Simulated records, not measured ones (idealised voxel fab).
process module | voxel air gaps
cross-section cut | 230 nm wide | cells 5 nm
A cross-section is a grid of square cells, given in bands from the top down. A band is one or more rows of cells.
Each band's line starts with the height of the band's top and of its bottom, in nm. Then come its materials from left to right, each with its width in nm. One material with "throughout" fills the band from edge to edge. "air" is empty space.
Height 0 is the level under which the wafer as received is all one material. The lowest band goes on downwards, as in "0 down".
A width such as "30 to 40" changes by the same amount from each row of cells to the next, from the band's top row to its bottom row.
"no change" after a step means that no cell of the cross-section changed.
closed voids: empty space of 8 cells or more with no open way to the top, each as width x height at its distance from the left edge, in nm
after a step's settings: what the simulator itself notes on the step
overlay nm, on a step with a mask: how far to the right of its planned place the mask lay; to the left if negative
plan
1 op RECEIVE | material Si
2 op CONFORMAL_DEP | material SiO2 | thk nm 10
3 op CONFORMAL_DEP | material SiN | thk nm 5
4 op DIRECTIONAL_DEP | material lowk | thk nm 40
5 op PATTERN | tone open | mask id LINES | material resist | width nm 20 | pitch nm 45 | thk nm 20 | overlay nm 0
6 op DIRECTIONAL_ETCH | etch materials lowk | depth nm 40
7 op STRIP | etch materials resist
8 op CONFORMAL_DEP | material TiN | thk nm 5
9 op FILL_DEP | material Ru | thk nm 5
10 op CMP | height nm 55
11 op EPI | material Ru | thk nm 10
12 op SELECTIVE_ETCH | etch materials lowk | depth nm 50
13 op CONFORMAL_DEP | material SiCN | thk nm 5
as received, after step 1
  0 down: Si throughout
  closed voids: none
first wafer at the end, as planned
  70 to 65: air 20 | SiCN 185 | air 25
  65 to 55: air 20 | SiCN 5 | Ru 40 | SiCN 5 | Ru 40 | SiCN 5 | Ru 40 | SiCN 5 | Ru 40 | SiCN 5 | air 25
  55 to 50: air 20 | SiCN 15 | TiN 5 | Ru 10 | TiN 5 | SiCN 25 | TiN 5 | Ru 10 | TiN 5 | SiCN 25 | TiN 5 | Ru 10 | TiN 5 | SiCN 25 | TiN 5 | Ru 10 | TiN 5 | SiCN 15 | air 25
  50 to 20: air 30 | SiCN 5 | TiN 5 | Ru 10 | TiN 5 | SiCN 5 | air 15 | SiCN 5 | TiN 5 | Ru 10 | TiN 5 | SiCN 5 | air 15 | SiCN 5 | TiN 5 | Ru 10 | TiN 5 | SiCN 5 | air 15 | SiCN 5 | TiN 5 | Ru 10 | TiN 5 | SiCN 5 | air 35
  20 to 15: SiCN 35 | TiN 20 | SiCN 25 | TiN 20 | SiCN 25 | TiN 20 | SiCN 25 | TiN 20 | SiCN 40
  15 to 10: SiN throughout
  10 to 0: SiO2 throughout
  0 down: Si throughout
  closed voids: 15 x 30 at 60; 15 x 30 at 105; 15 x 30 at 150
second wafer at the end: like start, like plan, one mistake
  75 to 70: SiCN throughout
  70 to 60: Ru throughout
  60 to 55: TiN 40 | Ru 10 | TiN 35 | Ru 10 | TiN 35 | Ru 10 | TiN 35 | Ru 10 | TiN 45
  55 to 20: lowk 35 | TiN 5 | Ru 10 | TiN 5 | lowk 25 | TiN 5 | Ru 10 | TiN 5 | lowk 25 | TiN 5 | Ru 10 | TiN 5 | lowk 25 | TiN 5 | Ru 10 | TiN 5 | lowk 40
  20 to 15: lowk 35 | TiN 20 | lowk 25 | TiN 20 | lowk 25 | TiN 20 | lowk 25 | TiN 20 | lowk 40
  15 to 10: SiN throughout
  10 to 0: SiO2 throughout
  0 down: Si throughout
  closed voids: none
what went wrong: step 10 ran as: op CMP | height nm 60
at the end the second wafer has, in cells: 36 more of Ru | 100 fewer of SiCN | 38 more of TiN | 240 more of lowk
closed voids at the end (first wafer, second wafer): 3, 0
